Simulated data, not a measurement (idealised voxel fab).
process module | voxel capacitor over wiring
cross-section cut | 150 nm wide | cells 5 nm
A cross-section is a grid of square cells, given in bands from the top down. A band is one or more rows of cells.
Each band's line starts with the height of the band's top and of its bottom, in nm. Then come its materials from left to right, each with its width in nm. One material with "throughout" fills the band from edge to edge. "air" is empty space.
Height 0 is the level under which the wafer as received is all one material. The lowest band goes on downwards, as in "0 down".
A width such as "30 to 40" changes by the same amount from each row of cells to the next, from the band's top row to its bottom row.
"no change" after a step means that no cell of the cross-section changed.
closed voids: empty space of 8 cells or more with no open way to the top, each as width x height at its distance from the left edge, in nm
after a step's settings: what the simulator itself notes on the step
overlay nm, on a step with a mask: how far to the right of its planned place the mask lay; to the left if negative
plan
1 op RECEIVE | material Si
2 op CONFORMAL_DEP | material SiO2 | thk nm 15
3 op CONFORMAL_DEP | material SiN | thk nm 5
4 op DIRECTIONAL_DEP | material lowk | thk nm 25
5 op PATTERN | tone open | mask id METAL_1 | material resist | width nm 25 | pitch nm 95 | thk nm 20 | overlay nm 0
6 op DIRECTIONAL_ETCH | etch materials lowk | depth nm 25
7 op DIRECTIONAL_ETCH | etch materials SiN | depth nm 5
8 op STRIP | etch materials resist
9 op CONFORMAL_DEP | material TiN | thk nm 5
10 op FILL_DEP | material Cu | thk nm 10
11 op CMP | height nm 45
12 op CONFORMAL_DEP | material SiCN | thk nm 5
13 op DIRECTIONAL_DEP | material lowk | thk nm 10
14 op DIRECTIONAL_DEP | material aC | thk nm 15
15 op PATTERN | tone open | mask id PLUG_1 | material resist | width nm 15 | thk nm 35 | overlay nm 0
16 op DIRECTIONAL_ETCH | etch materials aC | depth nm 15
17 op STRIP | etch materials resist
18 op DIRECTIONAL_ETCH | etch materials lowk | depth nm 20
19 op DIRECTIONAL_ETCH | etch materials SiCN | depth nm 5
20 op STRIP | etch materials aC
21 op CONFORMAL_DEP | material TiN | thk nm 5
22 op FILL_DEP | material Ru | thk nm 10
23 op CMP | height nm 70
24 op DIRECTIONAL_DEP | material TiN | thk nm 5
25 op DIRECTIONAL_DEP | material Al2O3 | thk nm 5
26 op DIRECTIONAL_DEP | material TiN | thk nm 10
27 op DIRECTIONAL_DEP | material aC | thk nm 10
28 op PATTERN | tone cover | mask id UPPER_PLATE | material resist | width nm 75 | thk nm 30 | overlay nm 0
29 op DIRECTIONAL_ETCH | etch materials aC | depth nm 10
30 op STRIP | etch materials resist
31 op DIRECTIONAL_ETCH | etch materials TiN | depth nm 10
32 op DIRECTIONAL_ETCH | etch materials Al2O3 | depth nm 5
33 op STRIP | etch materials aC
34 op MASKED_ETCH | tone cover | mask id LOWER_PLATE | width nm 85 | etch materials TiN | depth nm 5 | overlay nm 0
35 op FILL_DEP | material SiO2 | thk nm 20
36 op CMP | height nm 105
37 op DIRECTIONAL_DEP | material aC | thk nm 15
38 op PATTERN | tone open | mask id PLUG_2 | material resist | width nm 15 | thk nm 30 | overlay nm 0
39 op DIRECTIONAL_ETCH | etch materials aC | depth nm 15
40 op STRIP | etch materials resist
41 op DIRECTIONAL_ETCH | etch materials SiO2 | depth nm 15
42 op STRIP | etch materials aC
43 op CONFORMAL_DEP | material TiN | thk nm 5
44 op FILL_DEP | material Cu | thk nm 10
45 op CMP | height nm 105
46 op CONFORMAL_DEP | material SiN | thk nm 5
varied across the wafers: thk nm of step 13. The plan shows the first wafer's value. All wafers start alike
first wafer as received, after step 1
  0 down: Si throughout
  closed voids: none
first wafer at the end, after step 46
  110 to 105: SiN throughout
  105 to 95: SiO2 35 | TiN 5 | Cu 5 | TiN 5 | SiO2 100
  95 to 90: SiO2 35 | TiN 15 | SiO2 100
  90 to 80: SiO2 25 | TiN 75 | SiO2 50
  80 to 75: SiO2 25 | Al2O3 75 | SiO2 50
  75 to 70: SiO2 20 | TiN 85 | SiO2 45
  70 to 65: Ru throughout
  65 to 60: TiN 30 | Ru 5 | TiN 115
  60 to 50: lowk 25 | TiN 5 | Ru 5 | TiN 5 | lowk 110
  50 to 45: SiCN 25 | TiN 15 | SiCN 110
  45 to 20: lowk 15 | TiN 5 | Cu 15 | TiN 5 | lowk 70 | TiN 5 | Cu 15 | TiN 5 | lowk 15
  20 to 15: SiN 15 | TiN 25 | SiN 70 | TiN 25 | SiN 15
  15 to 0: SiO2 throughout
  0 down: Si throughout
  closed voids: none
last wafer at the end
  110 to 105: SiN throughout
  105 to 95: SiO2 35 | TiN 5 | Cu 5 | TiN 5 | SiO2 100
  95 to 90: SiO2 35 | TiN 15 | SiO2 100
  90 to 80: SiO2 25 | TiN 75 | SiO2 50
  80 to 75: SiO2 25 | Al2O3 75 | SiO2 50
  75 to 70: SiO2 20 | TiN 85 | SiO2 45
  70 to 65: lowk 25 | TiN 15 | lowk 110
  65 to 50: lowk throughout
  50 to 45: SiCN throughout
  45 to 20: lowk 15 | TiN 5 | Cu 15 | TiN 5 | lowk 70 | TiN 5 | Cu 15 | TiN 5 | lowk 15
  20 to 15: SiN 15 | TiN 25 | SiN 70 | TiN 25 | SiN 15
  15 to 0: SiO2 throughout
  0 down: Si throughout
  closed voids: none
each wafer at the end: cells of each material gained (+) or lost (-) since it was received, then its closed voids
thk nm 10 | +15 Al2O3 | +32 Cu | +33 Ru | +27 SiCN | +50 SiN | +229 SiO2 | +120 TiN | +154 lowk | closed voids: none
thk nm 15 | +15 Al2O3 | +32 Cu | +4 Ru | +27 SiCN | +50 SiN | +229 SiO2 | +122 TiN | +181 lowk | closed voids: none
thk nm 20 | +15 Al2O3 | +32 Cu | +4 Ru | +27 SiCN | +50 SiN | +229 SiO2 | +95 TiN | +208 lowk | closed voids: none
thk nm 25 | +15 Al2O3 | +32 Cu | +2 Ru | +30 SiCN | +50 SiN | +229 SiO2 | +91 TiN | +211 lowk | closed voids: none
thk nm 30 | +15 Al2O3 | +32 Cu | +1 Ru | +30 SiCN | +50 SiN | +229 SiO2 | +89 TiN | +214 lowk | closed voids: none
thk nm 35 | +15 Al2O3 | +32 Cu | +30 SiCN | +50 SiN | +229 SiO2 | +87 TiN | +217 lowk | closed voids: none
